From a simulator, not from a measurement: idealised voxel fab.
Module name: voxel tone inversion (process module)
Section cut is 250 nm wide and gridded with 5 nm square cells.
Notation: cross-section as square-cell grid; stated in bands, top first, going down; one or more cell rows per band.
First you get the band's top height and its bottom height, in nm, and then the materials it's made of, left to right, with each width in nm. If you see a single material with "all across", that one covers the band edge to edge. "empty" is empty space.
It should be noted that heights are counted from 0, beneath which the wafer as supplied is of one material throughout, and that the lowest band possesses no lower boundary but continues downward, as written in "0 and below".
A two-number width, for instance "30..40", indicates that the width is equal to the first number in the top row of the band and to the second number in the bottom row, and that it changes by a constant amount per row of cells.
"identical to before" for a step: no cell of the cross-section changed in that step.
The list in "Cavities, closed" covers empty spaces of 8 cells or more that cannot reach the top through any open way, and it gives each as width x height at distance; the distance is from the left edge, and width, height and distance are in nm.
It should be noted that, on the line of a given step, the content following the step's settings is a remark produced by the simulator itself with respect to that step.
The line of a step may include "overlay nm". On a step with a mask, this value is how far to the right of its planned place the mask lay. A negative value means the mask lay to the left.
## These are the steps we planned for the process
1,RECEIVE: material Si
2,CONFORMAL_DEP: material SiN, thk nm 5
3,DIRECTIONAL_DEP: material polySi, thk nm 15
4,PATTERN: tone cover, mask id POSTS, material resist, width nm 15, pitch nm 45, thk nm 20, overlay nm 0
5,DIRECTIONAL_ETCH: etch materials polySi, depth nm 15
6,STRIP: etch materials resist
7,FILL_DEP: material SiO2, thk nm 5
8,CMP: height nm 20
9,STRIP: etch materials polySi
10,CONFORMAL_DEP: material TiN, thk nm 5
11,FILL_DEP: material Ru, thk nm 10
12,CMP: height nm 20
13,CONFORMAL_DEP: material SiN, thk nm 5
## Account of the first of two wafers, which was processed as intended
## As-received state of the wafer in cross-section, equivalent to post-step 1
* 0 and below | Si all across
* Cavities, closed: none
## Cross-sectional representation of the wafer at the conclusion of step 2
* 5 down to 0 | SiN all across
* Below a height of 0, the structure has not been altered.
## Cross-sectional representation of the wafer at the conclusion of step 3
* 20 down to 5 | polySi all across
* Below a height of 5, the structure has not been altered.
## Cross-sectional representation of the wafer at the conclusion of step 4
* 40 down to 20 | 50 empty | 15 resist | 30 empty | 15 resist | 30 empty | 15 resist | 30 empty | 15 resist | 50 empty
* Below a height of 20, the structure has not been altered.
## Cross-sectional representation of the wafer at the conclusion of step 5
* 40 down to 20 | 50 empty | 15 resist | 30 empty | 15 resist | 30 empty | 15 resist | 30 empty | 15 resist | 50 empty
* 20 down to 5 | 50 empty | 15 polySi | 30 empty | 15 polySi | 30 empty | 15 polySi | 30 empty | 15 polySi | 50 empty
* Below a height of 5, the structure has not been altered.
## Cross-sectional representation of the wafer at the conclusion of step 6
* 20 down to 5 | 50 empty | 15 polySi | 30 empty | 15 polySi | 30 empty | 15 polySi | 30 empty | 15 polySi | 50 empty
* Below a height of 5, the structure has not been altered.
## Cross-sectional representation of the wafer at the conclusion of step 7
* 25 down to 20 | SiO2 all across
* 20 down to 5 | 50 SiO2 | 15 polySi | 30 SiO2 | 15 polySi | 30 SiO2 | 15 polySi | 30 SiO2 | 15 polySi | 50 SiO2
* Below a height of 5, the structure has not been altered.
## Cross-sectional representation of the wafer at the conclusion of step 8
* 20 down to 5 | 50 SiO2 | 15 polySi | 30 SiO2 | 15 polySi | 30 SiO2 | 15 polySi | 30 SiO2 | 15 polySi | 50 SiO2
* Below a height of 5, the structure has not been altered.
## Cross-sectional representation of the wafer at the conclusion of step 9
* 20 down to 5 | 50 SiO2 | 15 empty | 30 SiO2 | 15 empty | 30 SiO2 | 15 empty | 30 SiO2 | 15 empty | 50 SiO2
* Below a height of 5, the structure has not been altered.
## Cross-sectional representation of the wafer at the conclusion of step 10
* 25 down to 20 | 55 TiN | 5 empty | 40 TiN | 5 empty | 40 TiN | 5 empty | 40 TiN | 5 empty | 55 TiN
* 20 down to 10 | 50 SiO2 | 5 TiN | 5 empty | 5 TiN | 30 SiO2 | 5 TiN | 5 empty | 5 TiN | 30 SiO2 | 5 TiN | 5 empty | 5 TiN | 30 SiO2 | 5 TiN | 5 empty | 5 TiN | 50 SiO2
* 10 down to 5 | 50 SiO2 | 15 TiN | 30 SiO2 | 15 TiN | 30 SiO2 | 15 TiN | 30 SiO2 | 15 TiN | 50 SiO2
* Below a height of 5, the structure has not been altered.
## Cross-sectional representation of the wafer at the conclusion of step 11
* 35 down to 25 | Ru all across
* 25 down to 20 | 55 TiN | 5 Ru | 40 TiN | 5 Ru | 40 TiN | 5 Ru | 40 TiN | 5 Ru | 55 TiN
* 20 down to 10 | 50 SiO2 | 5 TiN | 5 Ru | 5 TiN | 30 SiO2 | 5 TiN | 5 Ru | 5 TiN | 30 SiO2 | 5 TiN | 5 Ru | 5 TiN | 30 SiO2 | 5 TiN | 5 Ru | 5 TiN | 50 SiO2
* Below a height of 10, the structure has not been altered.
## Cross-sectional representation of the wafer at the conclusion of step 12
* 20 down to 10 | 50 SiO2 | 5 TiN | 5 Ru | 5 TiN | 30 SiO2 | 5 TiN | 5 Ru | 5 TiN | 30 SiO2 | 5 TiN | 5 Ru | 5 TiN | 30 SiO2 | 5 TiN | 5 Ru | 5 TiN | 50 SiO2
* Below a height of 10, the structure has not been altered.
## Cross-sectional representation of the wafer at the conclusion of step 13
* 25 down to 20 | SiN all across
* Below a height of 20, the structure has not been altered.
## Second wafer, same starting conditions and recipe as the first, one mistake in executing it, nothing differs from the first up to and including step 3
## Cross-section, second wafer, at the end time the plan gives for step 4
* 40 down to 20 | 50 resist | 15 empty | 30 resist | 15 empty | 30 resist | 15 empty | 30 resist | 15 empty | 50 resist
* Below a height of 20, the structure has not been altered.
## Cross-section, second wafer, at the end time the plan gives for step 5
* 40 down to 20 | 50 resist | 15 empty | 30 resist | 15 empty | 30 resist | 15 empty | 30 resist | 15 empty | 50 resist
* 20 down to 5 | 50 polySi | 15 empty | 30 polySi | 15 empty | 30 polySi | 15 empty | 30 polySi | 15 empty | 50 polySi
* Below a height of 5, the structure has not been altered.
## Cross-section, second wafer, at the end time the plan gives for step 6
* 20 down to 5 | 50 polySi | 15 empty | 30 polySi | 15 empty | 30 polySi | 15 empty | 30 polySi | 15 empty | 50 polySi
* Below a height of 5, the structure has not been altered.
## Cross-section, second wafer, at the end time the plan gives for step 7
* 25 down to 20 | SiO2 all across
* 20 down to 5 | 50 polySi | 15 SiO2 | 30 polySi | 15 SiO2 | 30 polySi | 15 SiO2 | 30 polySi | 15 SiO2 | 50 polySi
* Below a height of 5, the structure has not been altered.
## Cross-section, second wafer, at the end time the plan gives for step 8
* 20 down to 5 | 50 polySi | 15 SiO2 | 30 polySi | 15 SiO2 | 30 polySi | 15 SiO2 | 30 polySi | 15 SiO2 | 50 polySi
* Below a height of 5, the structure has not been altered.
## Cross-section, second wafer, at the end time the plan gives for step 9
* 20 down to 5 | 50 empty | 15 SiO2 | 30 empty | 15 SiO2 | 30 empty | 15 SiO2 | 30 empty | 15 SiO2 | 50 empty
* Below a height of 5, the structure has not been altered.
## Cross-section, second wafer, at the end time the plan gives for step 10
* 25 down to 20 | 45 empty | 25 TiN | 20 empty | 25 TiN | 20 empty | 25 TiN | 20 empty | 25 TiN | 45 empty
* 20 down to 10 | 45 empty | 5 TiN | 15 SiO2 | 5 TiN | 20 empty | 5 TiN | 15 SiO2 | 5 TiN | 20 empty | 5 TiN | 15 SiO2 | 5 TiN | 20 empty | 5 TiN | 15 SiO2 | 5 TiN | 45 empty
* 10 down to 5 | 50 TiN | 15 SiO2 | 30 TiN | 15 SiO2 | 30 TiN | 15 SiO2 | 30 TiN | 15 SiO2 | 50 TiN
* Below a height of 5, the structure has not been altered.
## Cross-section, second wafer, at the end time the plan gives for step 11
* 35 down to 25 | Ru all across
* 25 down to 20 | 45 Ru | 25 TiN | 20 Ru | 25 TiN | 20 Ru | 25 TiN | 20 Ru | 25 TiN | 45 Ru
* 20 down to 10 | 45 Ru | 5 TiN | 15 SiO2 | 5 TiN | 20 Ru | 5 TiN | 15 SiO2 | 5 TiN | 20 Ru | 5 TiN | 15 SiO2 | 5 TiN | 20 Ru | 5 TiN | 15 SiO2 | 5 TiN | 45 Ru
* Below a height of 10, the structure has not been altered.
## Cross-section, second wafer, at the end time the plan gives for step 12
* 20 down to 10 | 45 Ru | 5 TiN | 15 SiO2 | 5 TiN | 20 Ru | 5 TiN | 15 SiO2 | 5 TiN | 20 Ru | 5 TiN | 15 SiO2 | 5 TiN | 20 Ru | 5 TiN | 15 SiO2 | 5 TiN | 45 Ru
* Below a height of 10, the structure has not been altered.
## Cross-section, second wafer, at the end time the plan gives for step 13
* 25 down to 20 | SiN all across
* Below a height of 20, the structure has not been altered.
Run error: not per plan at step 4, really ran PATTERN: tone open, mask id POSTS, material resist, width nm 15, pitch nm 45, thk nm 20, overlay nm 0
End check, counted in cells, second wafer has more or fewer of these materials than the first: +52 Ru | -78 SiO2 | +26 TiN
